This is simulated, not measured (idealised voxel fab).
Process module, titled voxel transistor to metal
In the cross-section labelled cut, the width is 185 nm and each square cell is 5 nm.
In this document a cross-section is written as a grid of square cells. It is given as a series of bands, listed from the top down, and a band is one or more rows of cells. Top height, bottom height, nm. Materials left to right, width each, nm. Single material + "all across" = fills band edge to edge. "air" = empty. Height reference: 0 = level under which incoming wafer is all one material. Lowest band: no bottom, runs on downward, e.g. "from 0 down". Graded width ("30 to 40"): value in top row of band = first number; value in bottom row = second number; row-to-row change constant. "stayed the same" -> step changed no cross-section cell. Closed empty spaces (no open way to the top) of 8 cells or more are what "Closed void roster" lists, each as width x height at distance from the left edge, nm for all three. That trailing text on a step's line, after the settings, is the simulator's own remark on the step. Regarding "overlay nm": on a step with a mask, it is the distance the mask lay to the right of its planned place; a negative value places it to the left.
Process steps (planned)
1. RECEIVE | material Si
2. CONFORMAL_DEP | material SiO2 | thk nm 5
3. CONFORMAL_DEP | material SiN | thk nm 10
4. MASKED_ETCH | tone cover | mask id ACTIVE | width nm 110 | etch materials SiN | depth nm 10 | overlay nm 0
5. MASKED_ETCH | tone cover | mask id ACTIVE | width nm 110 | etch materials SiO2 | depth nm 5 | overlay nm 0
6. MASKED_ETCH | tone cover | mask id ACTIVE | width nm 110 | etch materials Si | depth nm 35 | overlay nm 0
7. OXIDIZE | depth nm 5
8. FILL_DEP | material SiO2 | thk nm 10
9. CMP | height nm 15
10. SELECTIVE_ETCH | etch materials SiO2 | depth nm 10
11. STRIP | etch materials SiN
12. SELECTIVE_ETCH | etch materials SiO2 | depth nm 5
13. OXIDIZE | depth nm 5
14. DIRECTIONAL_DEP | material polySi | thk nm 30
15. DIRECTIONAL_DEP | material SiCN | thk nm 10
16. MASKED_ETCH | tone cover | mask id GATE | width nm 30 | etch materials SiCN | depth nm 20 | overlay nm 0
17. MASKED_ETCH | tone cover | mask id GATE | width nm 30 | etch materials polySi | depth nm 40 | overlay nm 0
18. CONFORMAL_DEP | material SiN | thk nm 10
19. DIRECTIONAL_ETCH | etch materials SiN | depth nm 10
20. DIRECTIONAL_ETCH | etch materials SiO2 | depth nm 5
21. DIRECTIONAL_ETCH | etch materials Si | depth nm 10
22. EPI | material pSi | thk nm 10
23. FILL_DEP | material SiO2 | thk nm 5
24. CMP | height nm 30
25. STRIP | etch materials polySi
26. SELECTIVE_ETCH | etch materials SiO2 | depth nm 5
27. CONFORMAL_DEP | material HfO2 | thk nm 5
28. CONFORMAL_DEP | material TiN | thk nm 5
29. FILL_DEP | material W | thk nm 5
30. CMP | height nm 25
31. DIRECTIONAL_DEP | material SiO2 | thk nm 10
32. MASKED_ETCH | tone open | mask id CONTACT | width nm 20 | pitch nm 80 | etch materials SiO2 | depth nm 40 | overlay nm 0
33. CONFORMAL_DEP | material TiN | thk nm 5
34. FILL_DEP | material Ru | thk nm 5
35. CMP | height nm 35
36. DIRECTIONAL_DEP | material TiN | thk nm 5
37. DIRECTIONAL_DEP | material Ru | thk nm 15
38. PATTERN | tone cover | mask id METAL_1 | material resist | width nm 20 | pitch nm 80 | thk nm 15 | overlay nm 0
39. DIRECTIONAL_ETCH | etch materials Ru | depth nm 15
40. DIRECTIONAL_ETCH | etch materials TiN | depth nm 5
41. STRIP | etch materials resist
42. CONFORMAL_DEP | material SiCN | thk nm 5
43. FILL_DEP | material lowk | thk nm 10
44. CMP | height nm 55
45. CONFORMAL_DEP | material SiCN | thk nm 5
46. DIRECTIONAL_DEP | material SiO2 | thk nm 25
47. DIRECTIONAL_DEP | material aC | thk nm 15
48. PATTERN | tone open | mask id METAL_2_HOLES | material resist | width nm 15 | pitch nm 80 | thk nm 30 | overlay nm 0
49. DIRECTIONAL_ETCH | etch materials aC | depth nm 15
50. STRIP | etch materials resist
51. DIRECTIONAL_ETCH | etch materials SiO2 | depth nm 25
52. STRIP | etch materials aC
53. DIRECTIONAL_DEP | material aC | thk nm 10
54. PATTERN | tone open | mask id METAL_2 | material resist | width nm 20 | pitch nm 80 | thk nm 30 | overlay nm 0
55. DIRECTIONAL_ETCH | etch materials aC | depth nm 10
56. STRIP | etch materials resist
57. DIRECTIONAL_ETCH | etch materials SiO2 | depth nm 15
58. DIRECTIONAL_ETCH | etch materials SiCN | depth nm 5
59. STRIP | etch materials aC
60. CONFORMAL_DEP | material TiN | thk nm 5
61. FILL_DEP | material Cu | thk nm 5
62. CMP | height nm 85
63. CONFORMAL_DEP | material SiN | thk nm 5
Delivered wafer in cross-section: state after step 1
	from 0 down: Si all across
	Closed void roster: none
Post-module cross-section: identical start and plan to those above, one misstep in execution
	from 90 to 85: SiN all across
	from 85 to 75: SiO2: 40; TiN: 5; Cu: 15; TiN: 5; SiO2: 55; TiN: 5; Cu: 15; TiN: 5; SiO2: 40
	from 75 to 70: SiO2: 40; TiN: 5; Cu: 5; TiN: 15; SiO2: 55; TiN: 5; Cu: 5; TiN: 15; SiO2: 40
	from 70 to 60: SiO2: 40; TiN: 5; Cu: 5; TiN: 5; SiO2: 65; TiN: 5; Cu: 5; TiN: 5; SiO2: 50
	from 60 to 55: SiCN: 40; TiN: 15; SiCN: 65; TiN: 15; SiCN: 50
	from 55 to 40: lowk: 35; SiCN: 5; Ru: 20; SiCN: 5; lowk: 50; SiCN: 5; Ru: 20; SiCN: 5; lowk: 40
	from 40 to 35: SiCN: 40; TiN: 20; SiCN: 60; TiN: 20; SiCN: 45
	from 35 to 25: SiO2: 40; TiN: 5; Ru: 10; TiN: 5; SiO2: 60; TiN: 5; Ru: 10; TiN: 5; SiO2: 45
	from 25 to 10: SiO2: 40; TiN: 5; Ru: 10; TiN: 5; SiO2: 5; SiN: 10; HfO2: 5; TiN: 5; W: 10; TiN: 5; HfO2: 5; SiN: 10; SiO2: 5; TiN: 5; Ru: 10; TiN: 5; SiO2: 45
	from 10 to 5: SiO2: 40; TiN: 5; Ru: 5; TiN: 10; SiO2: 5; SiN: 10; HfO2: 5; TiN: 5; W: 10; TiN: 5; HfO2: 5; SiN: 10; SiO2: 5; TiN: 10; Ru: 5; TiN: 5; SiO2: 45
	from 5 to 0: SiO2: 40; TiN: 5; Ru: 5; TiN: 5; pSi: 10; SiN: 10; HfO2: 5; TiN: 20; HfO2: 5; SiN: 10; pSi: 10; TiN: 5; Ru: 5; TiN: 5; SiO2: 45
	from 0 to -5: SiO2: 40; TiN: 15; pSi: 10; SiO2: 5; HfO2: 40; SiO2: 5; pSi: 10; TiN: 15; SiO2: 45
	from -5 to -15: SiO2: 40; pSi: 25; Si: 50; pSi: 25; SiO2: 45
	from -15 to -40: SiO2: 40; Si: 100; SiO2: 45
	from -40 down: Si all across
	Closed void roster: none
Here's what went sideways: contrary to plan, step 54 was performed as PATTERN | tone open | mask id METAL_2 | material resist | width nm 25 | pitch nm 80 | thk nm 30 | overlay nm 0
